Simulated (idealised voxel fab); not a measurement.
process module | voxel capacitor over wiring
cross-section cut | 145 nm wide | cells 5 nm
A cross-section is a grid of square cells, given in bands from the top down. A band is one or more rows of cells.
Each band's line starts with the height of the band's top and of its bottom, in nm. Then come its materials from left to right, each with its width in nm. One material with "throughout" fills the band from edge to edge. "air" is empty space.
Height 0 is the level under which the wafer as received is all one material. The lowest band goes on downwards, as in "0 down".
A width such as "30 to 40" changes by the same amount from each row of cells to the next, from the band's top row to its bottom row.
"no change" after a step means that no cell of the cross-section changed.
closed voids: empty space of 8 cells or more with no open way to the top, each as width x height at its distance from the left edge, in nm
after a step's settings: what the simulator itself notes on the step
overlay nm, on a step with a mask: how far to the right of its planned place the mask lay; to the left if negative
plan
1 op RECEIVE | material Si
2 op CONFORMAL_DEP | material SiO2 | thk nm 15
3 op DIRECTIONAL_DEP | material TiN | thk nm 5
4 op DIRECTIONAL_DEP | material W | thk nm 15
5 op DIRECTIONAL_DEP | material aC | thk nm 10
6 op PATTERN | tone cover | mask id METAL_1 | material resist | width nm 30 | pitch nm 85 | thk nm 30 | overlay nm 0
7 op DIRECTIONAL_ETCH | etch materials aC | depth nm 10
8 op STRIP | etch materials resist
9 op DIRECTIONAL_ETCH | etch materials W | depth nm 15
10 op DIRECTIONAL_ETCH | etch materials TiN | depth nm 5
11 op STRIP | etch materials aC
12 op FILL_DEP | material lowk | thk nm 5
13 op CMP | height nm 35
14 op CONFORMAL_DEP | material SiCN | thk nm 5
15 op DIRECTIONAL_DEP | material lowk | thk nm 20
16 op PATTERN | tone open | mask id PLUG_1 | material resist | width nm 15 | thk nm 15 | overlay nm 0
17 op DIRECTIONAL_ETCH | etch materials lowk | depth nm 20
18 op DIRECTIONAL_ETCH | etch materials SiCN | depth nm 5
19 op STRIP | etch materials resist
20 op EPI | material Ru | thk nm 10
21 op EPI | material Ru | thk nm 10
22 op EPI | material Ru | thk nm 5
23 op DIRECTIONAL_DEP | material TiN | thk nm 5
24 op DIRECTIONAL_DEP | material HfO2 | thk nm 5
25 op DIRECTIONAL_DEP | material TiN | thk nm 10
26 op MASKED_ETCH | tone cover | mask id UPPER_PLATE | width nm 60 | etch materials TiN | depth nm 10 | overlay nm 0
27 op MASKED_ETCH | tone cover | mask id UPPER_PLATE | width nm 60 | etch materials HfO2 | depth nm 5 | overlay nm 0
28 op DIRECTIONAL_DEP | material aC | thk nm 15
29 op PATTERN | tone cover | mask id LOWER_PLATE | material resist | width nm 70 | thk nm 30 | overlay nm 0
30 op DIRECTIONAL_ETCH | etch materials aC | depth nm 15
31 op STRIP | etch materials resist
32 op DIRECTIONAL_ETCH | etch materials TiN | depth nm 5
33 op STRIP | etch materials aC
34 op FILL_DEP | material SiO2 | thk nm 20
35 op CMP | height nm 95
36 op DIRECTIONAL_DEP | material aC | thk nm 15
37 op PATTERN | tone open | mask id PLUG_2 | material resist | width nm 15 | thk nm 30 | overlay nm 0
38 op DIRECTIONAL_ETCH | etch materials aC | depth nm 15
39 op STRIP | etch materials resist
40 op DIRECTIONAL_ETCH | etch materials SiO2 | depth nm 15
41 op STRIP | etch materials aC
42 op CONFORMAL_DEP | material TiN | thk nm 5
43 op FILL_DEP | material Ru | thk nm 5
44 op CMP | height nm 95
45 op CONFORMAL_DEP | material SiCN | thk nm 5
first wafer, as planned
as received, after step 1
  0 down: Si throughout
  closed voids: none
after step 2
  15 to 0: SiO2 throughout
  below 0: unchanged
after step 3
  20 to 15: TiN throughout
  below 15: unchanged
after step 4
  35 to 20: W throughout
  below 20: unchanged
after step 5
  45 to 35: aC throughout
  below 35: unchanged
after step 6
  75 to 45: air 15 | resist 30 | air 55 | resist 30 | air 15
  below 45: unchanged
after step 7
  65 to 45: air 15 | resist 30 | air 55 | resist 30 | air 15
  45 to 35: air 15 | aC 30 | air 55 | aC 30 | air 15
  below 35: unchanged
after step 8
  45 to 35: air 15 | aC 30 | air 55 | aC 30 | air 15
  below 35: unchanged
after step 9
  45 to 35: air 15 | aC 30 | air 55 | aC 30 | air 15
  35 to 20: air 15 | W 30 | air 55 | W 30 | air 15
  below 20: unchanged
after step 10
  45 to 35: air 15 | aC 30 | air 55 | aC 30 | air 15
  35 to 20: air 15 | W 30 | air 55 | W 30 | air 15
  20 to 15: air 15 | TiN 30 | air 55 | TiN 30 | air 15
  below 15: unchanged
after step 11
  35 to 20: air 15 | W 30 | air 55 | W 30 | air 15
  below 20: unchanged
after step 12
  40 to 35: lowk throughout
  35 to 20: lowk 15 | W 30 | lowk 55 | W 30 | lowk 15
  20 to 15: lowk 15 | TiN 30 | lowk 55 | TiN 30 | lowk 15
  below 15: unchanged
after step 13
  35 to 20: lowk 15 | W 30 | lowk 55 | W 30 | lowk 15
  below 20: unchanged
after step 14
  40 to 35: SiCN throughout
  below 35: unchanged
after step 15
  60 to 40: lowk throughout
  below 40: unchanged
after step 16
  75 to 60: resist 30 | air 15 | resist 100
  below 60: unchanged
after step 17
  75 to 60: resist 30 | air 15 | resist 100
  60 to 40: lowk 30 | air 15 | lowk 100
  below 40: unchanged
after step 18
  75 to 60: resist 30 | air 15 | resist 100
  60 to 40: lowk 30 | air 15 | lowk 100
  40 to 35: SiCN 30 | air 15 | SiCN 100
  below 35: unchanged
after step 19
  60 to 40: lowk 30 | air 15 | lowk 100
  below 40: unchanged
after step 20
  60 to 45: lowk 30 | air 15 | lowk 100
  45 to 40: lowk 30 | Ru 15 | lowk 100
  40 to 35: SiCN 30 | Ru 15 | SiCN 100
  below 35: unchanged
after step 21
  60 to 55: lowk 30 | air 15 | lowk 100
  55 to 40: lowk 30 | Ru 15 | lowk 100
  below 40: unchanged
after step 22
  60 to 40: lowk 30 | Ru 15 | lowk 100
  below 40: unchanged
after step 23
  65 to 60: TiN throughout
  below 60: unchanged
after step 24
  70 to 65: HfO2 throughout
  below 65: unchanged
after step 25
  80 to 70: TiN throughout
  below 70: unchanged
after step 26
  80 to 70: air 30 | TiN 60 | air 55
  below 70: unchanged
after step 27
  80 to 70: air 30 | TiN 60 | air 55
  70 to 65: air 30 | HfO2 60 | air 55
  below 65: unchanged
after step 28
  95 to 80: air 30 | aC 60 | air 55
  80 to 70: aC 30 | TiN 60 | aC 55
  70 to 65: aC 30 | HfO2 60 | aC 55
  below 65: unchanged
after step 29
  125 to 95: air 25 | resist 70 | air 50
  95 to 80: air 25 | resist 5 | aC 60 | resist 5 | air 50
  below 80: unchanged
after step 30
  110 to 95: air 25 | resist 70 | air 50
  95 to 80: air 25 | resist 5 | aC 60 | resist 5 | air 50
  80 to 70: air 25 | aC 5 | TiN 60 | aC 5 | air 50
  70 to 65: air 25 | aC 5 | HfO2 60 | aC 5 | air 50
  below 65: unchanged
after step 31
  95 to 80: air 30 | aC 60 | air 55
  below 80: unchanged
after step 32
  95 to 80: air 30 | aC 60 | air 55
  80 to 70: air 25 | aC 5 | TiN 60 | aC 5 | air 50
  70 to 65: air 25 | aC 5 | HfO2 60 | aC 5 | air 50
  65 to 60: air 25 | TiN 70 | air 50
  below 60: unchanged
after step 33
  80 to 70: air 30 | TiN 60 | air 55
  70 to 65: air 30 | HfO2 60 | air 55
  below 65: unchanged
after step 34
  100 to 80: SiO2 throughout
  80 to 70: SiO2 30 | TiN 60 | SiO2 55
  70 to 65: SiO2 30 | HfO2 60 | SiO2 55
  65 to 60: SiO2 25 | TiN 70 | SiO2 50
  below 60: unchanged
after step 35
  95 to 80: SiO2 throughout
  below 80: unchanged
after step 36
  110 to 95: aC throughout
  below 95: unchanged
after step 37
  140 to 110: resist 40 | air 15 | resist 90
  below 110: unchanged
after step 38
  125 to 110: resist 40 | air 15 | resist 90
  110 to 95: aC 40 | air 15 | aC 90
  below 95: unchanged
after step 39
  110 to 95: aC 40 | air 15 | aC 90
  below 95: unchanged
after step 40
  110 to 95: aC 40 | air 15 | aC 90
  95 to 80: SiO2 40 | air 15 | SiO2 90
  below 80: unchanged
after step 41
  95 to 80: SiO2 40 | air 15 | SiO2 90
  below 80: unchanged
after step 42
  100 to 95: TiN 45 | air 5 | TiN 95
  95 to 85: SiO2 40 | TiN 5 | air 5 | TiN 5 | SiO2 90
  85 to 80: SiO2 40 | TiN 15 | SiO2 90
  below 80: unchanged
after step 43
  105 to 100: Ru throughout
  100 to 95: TiN 45 | Ru 5 | TiN 95
  95 to 85: SiO2 40 | TiN 5 | Ru 5 | TiN 5 | SiO2 90
  below 85: unchanged
after step 44
  95 to 85: SiO2 40 | TiN 5 | Ru 5 | TiN 5 | SiO2 90
  below 85: unchanged
after step 45
  100 to 95: SiCN throughout
  below 95: unchanged
second wafer: like start, like plan, one mistake. Through step 15 it matches the first wafer
when step 16 should have ended
  75 to 60: air 30 | resist 15 | air 100
  below 60: unchanged
when step 17 should have ended
  75 to 60: air 30 | resist 15 | air 100
  60 to 40: air 30 | lowk 15 | air 100
  below 40: unchanged
when step 18 should have ended
  75 to 60: air 30 | resist 15 | air 100
  60 to 40: air 30 | lowk 15 | air 100
  40 to 35: air 30 | SiCN 15 | air 100
  below 35: unchanged
when step 19 should have ended
  60 to 40: air 30 | lowk 15 | air 100
  below 40: unchanged
when step 20 should have ended
  60 to 45: air 30 | lowk 15 | air 100
  45 to 40: air 5 | Ru 25 | lowk 15 | air 45 | Ru 50 | air 5
  40 to 35: air 5 | Ru 25 | SiCN 15 | air 45 | Ru 50 | air 5
  below 35: unchanged
when step 21 should have ended
  60 to 55: air 30 | lowk 15 | air 100
  55 to 40: Ru 30 | lowk 15 | air 35 | Ru 65
  40 to 35: Ru 30 | SiCN 15 | air 35 | Ru 65
  below 35: unchanged
when step 22 should have ended
  60 to 40: Ru 30 | lowk 15 | air 30 | Ru 70
  40 to 35: Ru 30 | SiCN 15 | air 30 | Ru 70
  below 35: unchanged
when step 23 should have ended
  65 to 60: TiN 45 | air 30 | TiN 70
  60 to 40: Ru 30 | lowk 15 | air 30 | Ru 70
  40 to 35: Ru 30 | SiCN 15 | TiN 30 | Ru 70
  below 35: unchanged
when step 24 should have ended
  70 to 65: HfO2 45 | air 30 | HfO2 70
  65 to 60: TiN 45 | air 30 | TiN 70
  60 to 45: Ru 30 | lowk 15 | air 30 | Ru 70
  45 to 40: Ru 30 | lowk 15 | HfO2 30 | Ru 70
  below 40: unchanged
when step 25 should have ended
  80 to 70: TiN 45 | air 30 | TiN 70
  70 to 65: HfO2 45 | air 30 | HfO2 70
  65 to 60: TiN 45 | air 30 | TiN 70
  60 to 55: Ru 30 | lowk 15 | air 30 | Ru 70
  55 to 45: Ru 30 | lowk 15 | TiN 30 | Ru 70
  below 45: unchanged
when step 26 should have ended
  80 to 70: air 30 | TiN 15 | air 30 | TiN 15 | air 55
  below 70: unchanged
when step 27 should have ended
  80 to 70: air 30 | TiN 15 | air 30 | TiN 15 | air 55
  70 to 65: air 30 | HfO2 15 | air 30 | HfO2 15 | air 55
  below 65: unchanged
when step 28 should have ended
  95 to 80: air 30 | aC 15 | air 30 | aC 15 | air 55
  80 to 70: aC 30 | TiN 15 | air 30 | TiN 15 | aC 55
  70 to 65: aC 30 | HfO2 15 | aC 30 | HfO2 15 | aC 55
  65 to 60: TiN 45 | aC 30 | TiN 70
  60 to 55: Ru 30 | lowk 15 | aC 30 | Ru 70
  below 55: unchanged
when step 29 should have ended
  125 to 95: air 25 | resist 70 | air 50
  95 to 80: air 25 | resist 5 | aC 15 | resist 30 | aC 15 | resist 5 | air 50
  80 to 70: aC 30 | TiN 15 | resist 30 | TiN 15 | aC 55
  below 70: unchanged
when step 30 should have ended
  110 to 95: air 25 | resist 70 | air 50
  95 to 80: air 25 | resist 5 | aC 15 | resist 30 | aC 15 | resist 5 | air 50
  80 to 70: air 25 | aC 5 | TiN 15 | resist 30 | TiN 15 | aC 5 | air 50
  70 to 65: air 25 | aC 5 | HfO2 15 | aC 30 | HfO2 15 | aC 5 | air 50
  below 65: unchanged
when step 31 should have ended
  95 to 80: air 30 | aC 15 | air 30 | aC 15 | air 55
  80 to 70: air 25 | aC 5 | TiN 15 | air 30 | TiN 15 | aC 5 | air 50
  below 70: unchanged
when step 32 should have ended
  95 to 80: air 30 | aC 15 | air 30 | aC 15 | air 55
  80 to 70: air 25 | aC 5 | TiN 15 | air 30 | TiN 15 | aC 5 | air 50
  70 to 65: air 25 | aC 5 | HfO2 15 | aC 30 | HfO2 15 | aC 5 | air 50
  65 to 60: air 25 | TiN 20 | aC 30 | TiN 20 | air 50
  below 60: unchanged
when step 33 should have ended
  80 to 70: air 30 | TiN 15 | air 30 | TiN 15 | air 55
  70 to 65: air 30 | HfO2 15 | air 30 | HfO2 15 | air 55
  65 to 60: air 25 | TiN 20 | air 30 | TiN 20 | air 50
  60 to 55: Ru 30 | lowk 15 | air 30 | Ru 70
  below 55: unchanged
when step 34 should have ended
  100 to 80: SiO2 throughout
  80 to 70: SiO2 30 | TiN 15 | SiO2 30 | TiN 15 | SiO2 55
  70 to 65: SiO2 30 | HfO2 15 | SiO2 30 | HfO2 15 | SiO2 55
  65 to 60: SiO2 25 | TiN 20 | SiO2 30 | TiN 20 | SiO2 50
  60 to 55: Ru 30 | lowk 15 | SiO2 30 | Ru 70
  below 55: unchanged
when step 35 should have ended
  95 to 80: SiO2 throughout
  below 80: unchanged
when step 36 should have ended
  110 to 95: aC throughout
  below 95: unchanged
when step 37 should have ended
  140 to 110: resist 40 | air 15 | resist 90
  below 110: unchanged
when step 38 should have ended
  125 to 110: resist 40 | air 15 | resist 90
  110 to 95: aC 40 | air 15 | aC 90
  below 95: unchanged
when step 39 should have ended
  110 to 95: aC 40 | air 15 | aC 90
  below 95: unchanged
when step 40 should have ended
  110 to 95: aC 40 | air 15 | aC 90
  95 to 80: SiO2 40 | air 15 | SiO2 90
  below 80: unchanged
when step 41 should have ended
  95 to 80: SiO2 40 | air 15 | SiO2 90
  below 80: unchanged
when step 42 should have ended
  100 to 95: TiN 45 | air 5 | TiN 95
  95 to 85: SiO2 40 | TiN 5 | air 5 | TiN 5 | SiO2 90
  85 to 80: SiO2 40 | TiN 15 | SiO2 90
  below 80: unchanged
when step 43 should have ended
  105 to 100: Ru throughout
  100 to 95: TiN 45 | Ru 5 | TiN 95
  95 to 85: SiO2 40 | TiN 5 | Ru 5 | TiN 5 | SiO2 90
  below 85: unchanged
when step 44 should have ended
  95 to 85: SiO2 40 | TiN 5 | Ru 5 | TiN 5 | SiO2 90
  below 85: unchanged
when step 45 should have ended
  100 to 95: SiCN throughout
  below 95: unchanged
what went wrong: step 16 ran as: op PATTERN | tone cover | mask id PLUG_1 | material resist | width nm 15 | thk nm 15 | overlay nm 0
at the end the second wafer has, in cells: 85 more of Ru | 23 fewer of SiCN | 30 more of SiO2 | 92 fewer of lowk
